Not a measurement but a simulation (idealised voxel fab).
process module | voxel fin reveal
cross-section cut | 235 nm wide | cells 5 nm
A cross-section is a grid of square cells, given in bands from the top down. A band is one or more rows of cells.
Each band's line starts with the height of the band's top and of its bottom, in nm. Then come its materials from left to right, each with its width in nm. One material with "throughout" fills the band from edge to edge. "air" is empty space.
Height 0 is the level under which the wafer as received is all one material. The lowest band goes on downwards, as in "0 down".
A width such as "30 to 40" changes by the same amount from each row of cells to the next, from the band's top row to its bottom row.
"no change" after a step means that no cell of the cross-section changed.
closed voids: empty space of 8 cells or more with no open way to the top, each as width x height at its distance from the left edge, in nm
after a step's settings: what the simulator itself notes on the step
overlay nm, on a step with a mask: how far to the right of its planned place the mask lay; to the left if negative
plan
1 op RECEIVE | material Si
2 op CONFORMAL_DEP | material SiN | thk nm 5
3 op PATTERN | tone cover | mask id FINS | material resist | width nm 15 | pitch nm 40 | thk nm 20 | overlay nm 0
4 op DIRECTIONAL_ETCH | etch materials SiN | depth nm 5
5 op DIRECTIONAL_ETCH | etch materials Si | depth nm 35
6 op STRIP | etch materials resist
7 op OXIDIZE | depth nm 5
8 op FILL_DEP | material SiO2 | thk nm 5
9 op CMP | height nm 5
10 op SELECTIVE_ETCH | etch materials SiO2 | depth nm 15
11 op STRIP | etch materials SiN
12 op CONFORMAL_DEP | material SiO2 | thk nm 5
as received, after step 1
  0 down: Si throughout
  closed voids: none
first wafer at the end, as planned
  5 to 0: air 50 | SiO2 15 | air 25 | SiO2 15 | air 25 | SiO2 15 | air 25 | SiO2 15 | air 50
  0 to -5: air 50 | SiO2 5 | Si 5 | SiO2 5 | air 25 | SiO2 5 | Si 5 | SiO2 5 | air 25 | SiO2 5 | Si 5 | SiO2 5 | air 25 | SiO2 5 | Si 5 | SiO2 5 | air 50
  -5 to -40: SiO2 55 | Si 5 | SiO2 35 | Si 5 | SiO2 35 | Si 5 | SiO2 35 | Si 5 | SiO2 55
  -40 down: Si throughout
  closed voids: none
second wafer at the end: like start, like plan, one mistake
  5 to 0: air 50 | SiO2 15 | air 25 | SiO2 15 | air 25 | SiO2 15 | air 25 | SiO2 15 | air 50
  0 to -5: air 50 | SiO2 5 | Si 5 | SiO2 5 | air 25 | SiO2 5 | Si 5 | SiO2 5 | air 25 | SiO2 5 | Si 5 | SiO2 5 | air 25 | SiO2 5 | Si 5 | SiO2 5 | air 50
  -5 to -30: SiO2 55 | Si 5 | SiO2 35 | Si 5 | SiO2 35 | Si 5 | SiO2 35 | Si 5 | SiO2 55
  -30 down: Si throughout
  closed voids: none
what went wrong: step 5 ran as: op DIRECTIONAL_ETCH | etch materials Si | depth nm 25
at the end the second wafer has, in cells: 86 more of Si | 86 fewer of SiO2
